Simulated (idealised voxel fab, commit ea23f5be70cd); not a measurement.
Module name: voxel quadruple lines (process module)
FYI the section here is cut, 220 nm wide, cells are 5 nm squares.
This document writes a cross-section as a grid whose cells are square, and gives it as bands, listed from the top down; one or more rows of cells form a band.
Top height, bottom height, nm. Materials left to right, width each, nm. Single material + "everywhere" = fills band edge to edge. "empty" = empty.
Height is counted from the level 0, under which the received wafer is composed throughout of one material. The lowest of the bands is not closed at the bottom but continues downward, in the notation "z 0 and below".
The notation "30 to 40" denotes a width that varies across the rows of cells in the band, beginning at the first number in the top row, finishing at the second number in the bottom row, and changing by an identical amount from each row to the next.
Basically "remained unchanged" means that step didn't change any cell in the cross-section.
What "Closed internal cavities" gives you is every empty space of 8 cells or more that is cut off from the top. Each appears as width x height at distance, with the distance taken from the left edge and width, height and distance all in nm.
Heads up: the bit after the settings on a step's line is the simulator's remark on that step.
A step's line can hold "overlay nm"; with a mask on that step, the setting says how far right of the planned place the mask lay, while a negative setting says it lay to the left.
-- List of planned process steps
step 1: RECEIVE [material Si]
step 2: CONFORMAL_DEP [material SiO2] [thk nm 5]
step 3: DIRECTIONAL_DEP [material Ru] [thk nm 10]
step 4: DIRECTIONAL_DEP [material polySi] [thk nm 20]
step 5: DIRECTIONAL_DEP [material aC] [thk nm 20]
step 6: PATTERN [tone cover] [mask id MANDREL] [material resist] [width nm 20] [pitch nm 60] [thk nm 30] [overlay nm 0]
step 7: DIRECTIONAL_ETCH [etch materials aC] [depth nm 20]
step 8: STRIP [etch materials resist]
step 9: CONFORMAL_DEP [material SiO2] [thk nm 10]
step 10: DIRECTIONAL_ETCH [etch materials SiO2] [depth nm 10]
step 11: STRIP [etch materials aC]
step 12: DIRECTIONAL_ETCH [etch materials polySi] [depth nm 20]
step 13: STRIP [etch materials SiO2]
step 14: CONFORMAL_DEP [material SiCN] [thk nm 5]
step 15: DIRECTIONAL_ETCH [etch materials SiCN] [depth nm 5]
step 16: STRIP [etch materials polySi]
step 17: DIRECTIONAL_ETCH [etch materials Ru] [depth nm 10]
step 18: STRIP [etch materials SiCN]
step 19: FILL_DEP [material lowk] [thk nm 10]
step 20: CMP [height nm 15]
-- Received-state cross-section, reflecting completion of step 1
    z 0 and below | Si everywhere
    Closed internal cavities: none
-- What the wafer looks like in cross-section after this module, when it starts as shown above and follows the plan above but one mistake is made in running it
    z 15 to 5 | lowk (55)  Ru (5)  lowk (10)  Ru (5)  lowk (15)  Ru (5)  lowk (10)  Ru (5)  lowk (5)  Ru (5)  lowk (10)  Ru (5)  lowk (15)  Ru (5)  lowk (10)  Ru (5)  lowk (50)
    z 5 to 0 | SiO2 everywhere
    z 0 and below | Si everywhere
    Closed internal cavities: none
What broke from the plan during processing? step 6 was not run as planned; what actually ran was PATTERN [tone cover] [mask id MANDREL] [material resist] [width nm 25] [pitch nm 60] [thk nm 30] [overlay nm 0]
